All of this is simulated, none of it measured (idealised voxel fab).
Title: Process Module voxel self aligned vias
Section shown: cut. Width: 255 nm. Cell size: 5 nm, square.
A cross-section is a grid of square cells, given in bands from the top down. A band is one or more rows of cells.
The entry gives the band's vertical extent as a top height and a bottom height in nm, then its horizontal make-up as materials from left to right, each with a width in nm. "air" stands for empty space; a single material marked "all across" fills the band edge to edge.
The level at which height equals 0 is the one under which the wafer, as it arrives, is entirely one material. No lower edge exists for the bottom band, which continues downward and is notated as in "top 0, no bottom".
Note: "30 to 40" means the width goes from the first number (top row of the band) to the second number (bottom row) in equal steps per row of cells.
Step marked "stayed the same"? Then no cell in the cross-section changed in it.
For the entry "Non-vented voids", the listed items are empty spaces with no open way to the top whose size is 8 cells or more; each item follows the pattern width x height at distance, where distance is from the left edge and all three are in nm.
Note: text after step settings on the step line = simulator remark on that step.
The "overlay nm" setting may appear on a step's line; for a step that uses a mask, it gives how far to the right of its planned position the mask lay, and a negative value indicates the left.
[The following list gives the planned process steps]
step 1: RECEIVE [material Si]
step 2: CONFORMAL_DEP [material SiO2] [thk nm 10]
step 3: CONFORMAL_DEP [material SiCN] [thk nm 5]
step 4: DIRECTIONAL_DEP [material lowk] [thk nm 30]
step 5: PATTERN [tone open] [mask id LINES] [material resist] [width nm 25] [pitch nm 70] [thk nm 15] [overlay nm 0]
step 6: DIRECTIONAL_ETCH [etch materials lowk] [depth nm 30]
step 7: STRIP [etch materials resist]
step 8: CONFORMAL_DEP [material TiN] [thk nm 5]
step 9: FILL_DEP [material Ru] [thk nm 5]
step 10: CMP [height nm 45]
step 11: SELECTIVE_ETCH [etch materials W Ru TiN] [depth nm 5]
step 12: FILL_DEP [material SiN] [thk nm 10]
step 13: CMP [height nm 45]
step 14: DIRECTIONAL_DEP [material lowk] [thk nm 15]
step 15: DIRECTIONAL_DEP [material aC] [thk nm 10]
step 16: PATTERN [tone open] [mask id VIAS] [material resist] [width nm 45] [thk nm 30] [overlay nm 0]
step 17: DIRECTIONAL_ETCH [etch materials aC] [depth nm 10]
step 18: STRIP [etch materials resist]
step 19: DIRECTIONAL_ETCH [etch materials lowk] [depth nm 15]
step 20: DIRECTIONAL_ETCH [etch materials SiN] [depth nm 5]
step 21: STRIP [etch materials aC]
step 22: CONFORMAL_DEP [material TiN] [thk nm 5]
step 23: FILL_DEP [material Ru] [thk nm 5]
step 24: CMP [height nm 60]
step 25: CONFORMAL_DEP [material SiN] [thk nm 5]
[The first of a set of two wafers, run to plan]
[as received, after step 1]
	top 0, no bottom  Si all across
	Non-vented voids: none
[Presented here is a cross-section of the wafer after step 2 has been performed]
	top 10, bottom 0  SiO2 all across
	No changes below 0.
[Presented here is a cross-section of the wafer after step 3 has been performed]
	top 15, bottom 10  SiCN all across
	No changes below 10.
[Presented here is a cross-section of the wafer after step 4 has been performed]
	top 45, bottom 15  lowk all across
	No changes below 15.
[Presented here is a cross-section of the wafer after step 5 has been performed]
	top 60, bottom 45  80 resist, 25 air, 45 resist, 25 air, 80 resist
	No changes below 45.
[Presented here is a cross-section of the wafer after step 6 has been performed]
	top 60, bottom 45  80 resist, 25 air, 45 resist, 25 air, 80 resist
	top 45, bottom 15  80 lowk, 25 air, 45 lowk, 25 air, 80 lowk
	No changes below 15.
[Presented here is a cross-section of the wafer after step 7 has been performed]
	top 45, bottom 15  80 lowk, 25 air, 45 lowk, 25 air, 80 lowk
	No changes below 15.
[Presented here is a cross-section of the wafer after step 8 has been performed]
	top 50, bottom 45  85 TiN, 15 air, 55 TiN, 15 air, 85 TiN
	top 45, bottom 20  80 lowk, 5 TiN, 15 air, 5 TiN, 45 lowk, 5 TiN, 15 air, 5 TiN, 80 lowk
	top 20, bottom 15  80 lowk, 25 TiN, 45 lowk, 25 TiN, 80 lowk
	No changes below 15.
[Presented here is a cross-section of the wafer after step 9 has been performed]
	top 55, bottom 50  Ru all across
	top 50, bottom 45  85 TiN, 15 Ru, 55 TiN, 15 Ru, 85 TiN
	top 45, bottom 20  80 lowk, 5 TiN, 15 Ru, 5 TiN, 45 lowk, 5 TiN, 15 Ru, 5 TiN, 80 lowk
	No changes below 20.
[Presented here is a cross-section of the wafer after step 10 has been performed]
	top 45, bottom 20  80 lowk, 5 TiN, 15 Ru, 5 TiN, 45 lowk, 5 TiN, 15 Ru, 5 TiN, 80 lowk
	No changes below 20.
[Presented here is a cross-section of the wafer after step 11 has been performed]
	top 45, bottom 40  80 lowk, 25 air, 45 lowk, 25 air, 80 lowk
	No changes below 40.
[Presented here is a cross-section of the wafer after step 12 has been performed]
	top 55, bottom 45  SiN all across
	top 45, bottom 40  80 lowk, 25 SiN, 45 lowk, 25 SiN, 80 lowk
	No changes below 40.
[Presented here is a cross-section of the wafer after step 13 has been performed]
	top 45, bottom 40  80 lowk, 25 SiN, 45 lowk, 25 SiN, 80 lowk
	No changes below 40.
[Presented here is a cross-section of the wafer after step 14 has been performed]
	top 60, bottom 45  lowk all across
	No changes below 45.
[Presented here is a cross-section of the wafer after step 15 has been performed]
	top 70, bottom 60  aC all across
	No changes below 60.
[Presented here is a cross-section of the wafer after step 16 has been performed]
	top 100, bottom 70  70 resist, 45 air, 140 resist
	No changes below 70.
[Presented here is a cross-section of the wafer after step 17 has been performed]
	top 90, bottom 70  70 resist, 45 air, 140 resist
	top 70, bottom 60  70 aC, 45 air, 140 aC
	No changes below 60.
[Presented here is a cross-section of the wafer after step 18 has been performed]
	top 70, bottom 60  70 aC, 45 air, 140 aC
	No changes below 60.
[Presented here is a cross-section of the wafer after step 19 has been performed]
	top 70, bottom 60  70 aC, 45 air, 140 aC
	top 60, bottom 45  70 lowk, 45 air, 140 lowk
	No changes below 45.
[Presented here is a cross-section of the wafer after step 20 has been performed]
	top 70, bottom 60  70 aC, 45 air, 140 aC
	top 60, bottom 45  70 lowk, 45 air, 140 lowk
	top 45, bottom 40  80 lowk, 25 air, 45 lowk, 25 SiN, 80 lowk
	No changes below 40.
[Presented here is a cross-section of the wafer after step 21 has been performed]
	top 60, bottom 45  70 lowk, 45 air, 140 lowk
	No changes below 45.
[Presented here is a cross-section of the wafer after step 22 has been performed]
	top 65, bottom 60  75 TiN, 35 air, 145 TiN
	top 60, bottom 50  70 lowk, 5 TiN, 35 air, 5 TiN, 140 lowk
	top 50, bottom 45  70 lowk, 15 TiN, 15 air, 15 TiN, 140 lowk
	top 45, bottom 40  80 lowk, 25 TiN, 45 lowk, 25 SiN, 80 lowk
	No changes below 40.
[Presented here is a cross-section of the wafer after step 23 has been performed]
	top 70, bottom 65  Ru all across
	top 65, bottom 60  75 TiN, 35 Ru, 145 TiN
	top 60, bottom 50  70 lowk, 5 TiN, 35 Ru, 5 TiN, 140 lowk
	top 50, bottom 45  70 lowk, 15 TiN, 15 Ru, 15 TiN, 140 lowk
	No changes below 45.
[Presented here is a cross-section of the wafer after step 24 has been performed]
	top 60, bottom 50  70 lowk, 5 TiN, 35 Ru, 5 TiN, 140 lowk
	No changes below 50.
[Presented here is a cross-section of the wafer after step 25 has been performed]
	top 65, bottom 60  SiN all across
	No changes below 60.
[Wafer two of two - same starting point, same process plan, one mistake in execution; matches wafer one up to and including step 15]
[Here is the second wafer in cross-section at the point where step 16 of the plan should have been done]
	top 100, bottom 70  75 resist, 35 air, 145 resist
	No changes below 70.
[Here is the second wafer in cross-section at the point where step 17 of the plan should have been done]
	top 90, bottom 70  75 resist, 35 air, 145 resist
	top 70, bottom 60  75 aC, 35 air, 145 aC
	No changes below 60.
[Here is the second wafer in cross-section at the point where step 18 of the plan should have been done]
	top 70, bottom 60  75 aC, 35 air, 145 aC
	No changes below 60.
[Here is the second wafer in cross-section at the point where step 19 of the plan should have been done]
	top 70, bottom 60  75 aC, 35 air, 145 aC
	top 60, bottom 45  75 lowk, 35 air, 145 lowk
	No changes below 45.
[Here is the second wafer in cross-section at the point where step 20 of the plan should have been done]
	top 70, bottom 60  75 aC, 35 air, 145 aC
	top 60, bottom 45  75 lowk, 35 air, 145 lowk
	top 45, bottom 40  80 lowk, 25 air, 45 lowk, 25 SiN, 80 lowk
	No changes below 40.
[Here is the second wafer in cross-section at the point where step 21 of the plan should have been done]
	top 60, bottom 45  75 lowk, 35 air, 145 lowk
	No changes below 45.
[Here is the second wafer in cross-section at the point where step 22 of the plan should have been done]
	top 65, bottom 60  80 TiN, 25 air, 150 TiN
	top 60, bottom 50  75 lowk, 5 TiN, 25 air, 5 TiN, 145 lowk
	top 50, bottom 45  75 lowk, 10 TiN, 15 air, 10 TiN, 145 lowk
	top 45, bottom 40  80 lowk, 25 TiN, 45 lowk, 25 SiN, 80 lowk
	No changes below 40.
[Here is the second wafer in cross-section at the point where step 23 of the plan should have been done]
	top 70, bottom 65  Ru all across
	top 65, bottom 60  80 TiN, 25 Ru, 150 TiN
	top 60, bottom 50  75 lowk, 5 TiN, 25 Ru, 5 TiN, 145 lowk
	top 50, bottom 45  75 lowk, 10 TiN, 15 Ru, 10 TiN, 145 lowk
	No changes below 45.
[Here is the second wafer in cross-section at the point where step 24 of the plan should have been done]
	top 60, bottom 50  75 lowk, 5 TiN, 25 Ru, 5 TiN, 145 lowk
	No changes below 50.
[Here is the second wafer in cross-section at the point where step 25 of the plan should have been done]
	top 65, bottom 60  SiN all across
	No changes below 60.
What broke from the plan during processing? so step 16 ended up running with a different setting than we planned, it ran as PATTERN [tone open] [mask id VIAS] [material resist] [width nm 35] [thk nm 30] [overlay nm 0]
Final wafer comparison in cells, second versus first, more or fewer per material: -4 Ru; -2 TiN; +6 lowk
